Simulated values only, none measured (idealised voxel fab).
The name of this process module is voxel spacer lines.
Cross-sectional view cut (width: 260 nm; square cell size: 5 nm).
Cross-section = grid of square cells, listed top down in bands; band = one or more rows.
In this notation a band is specified by the heights of its top and bottom, in that order and in nm, after which its materials appear from left to right, each paired with its width in nm. The word "all across" attached to a single material means that material fills the band from edge to edge; the word "air" stands for empty space.
Zero point of the height axis is 0; under it, received wafer = one material. Lowest band: continues down indefinitely, "0 -> down".
It should be noted that a width expressed as "30 to 40" varies in equal increments from row to row of cells within the band, taking the value of the first number at the top row and that of the second number at the bottom row.
Basically "stayed the same" means that step didn't change any cell in the cross-section.
"Enclosed internal cavities" means: voids of 8 cells or more that are shut off from the top with no open way through. Written width x height at distance, distance from the left edge, in nm.
It should be noted that, on the line of a given step, the content following the step's settings is a remark produced by the simulator itself with respect to that step.
overlay nm, on a step with a mask: how far to the right of its planned place the mask lay; to the left if negative

Steps planned for the process:
1. RECEIVE,material Si
2. CONFORMAL_DEP,material Al2O3,thk nm 10
3. DIRECTIONAL_DEP,material polySi,thk nm 10
4. DIRECTIONAL_DEP,material aC,thk nm 25
5. PATTERN,tone cover,mask id MANDREL,material resist,width nm 25,pitch nm 80,thk nm 35,overlay nm -15
6. DIRECTIONAL_ETCH,etch materials aC,depth nm 25
7. STRIP,etch materials resist
8. CONFORMAL_DEP,material SiN,thk nm 15
9. DIRECTIONAL_ETCH,etch materials SiN,depth nm 15
10. STRIP,etch materials aC
11. DIRECTIONAL_ETCH,etch materials polySi,depth nm 10
12. STRIP,etch materials SiN
Wafer-to-wafer difference: overlay nm, step 5. Common start. Plan = first wafer's value.

Cut through the first of several wafers as received, post step 1:
* 0 -> down: Si all across
* Enclosed internal cavities: none

Here's the first of several wafers in cross-section, end of the module, after the last step, step 12:
* 20 -> 10: air=45 / polySi=15 / air=25 / polySi=15 / air=25 / polySi=15 / air=25 / polySi=15 / air=80
* 10 -> 0: Al2O3 all across
* 0 -> down: Si all across
* Enclosed internal cavities: none

The module's end: a cross-section of the last wafer:
* 20 -> 10: air=75 / polySi=15 / air=25 / polySi=15 / air=25 / polySi=15 / air=25 / polySi=15 / air=50
* 10 -> 0: Al2O3 all across
* 0 -> down: Si all across
* Enclosed internal cavities: none

What follows is a table in which each wafer occupies a row; for the wafer as it stands at the close of the module, the row states, material by material, how many cells have been gained (+) or lost (-) since receipt, and then gives its closed voids:
overlay nm -15 | +104 Al2O3 | +24 polySi | Enclosed internal cavities: none
overlay nm -10 | +104 Al2O3 | +24 polySi | Enclosed internal cavities: none
overlay nm -5 | +104 Al2O3 | +24 polySi | Enclosed internal cavities: none
overlay nm 0 | +104 Al2O3 | +24 polySi | Enclosed internal cavities: none
overlay nm 5 | +104 Al2O3 | +24 polySi | Enclosed internal cavities: none
overlay nm 10 | +104 Al2O3 | +24 polySi | Enclosed internal cavities: none
overlay nm 15 | +104 Al2O3 | +24 polySi | Enclosed internal cavities: none
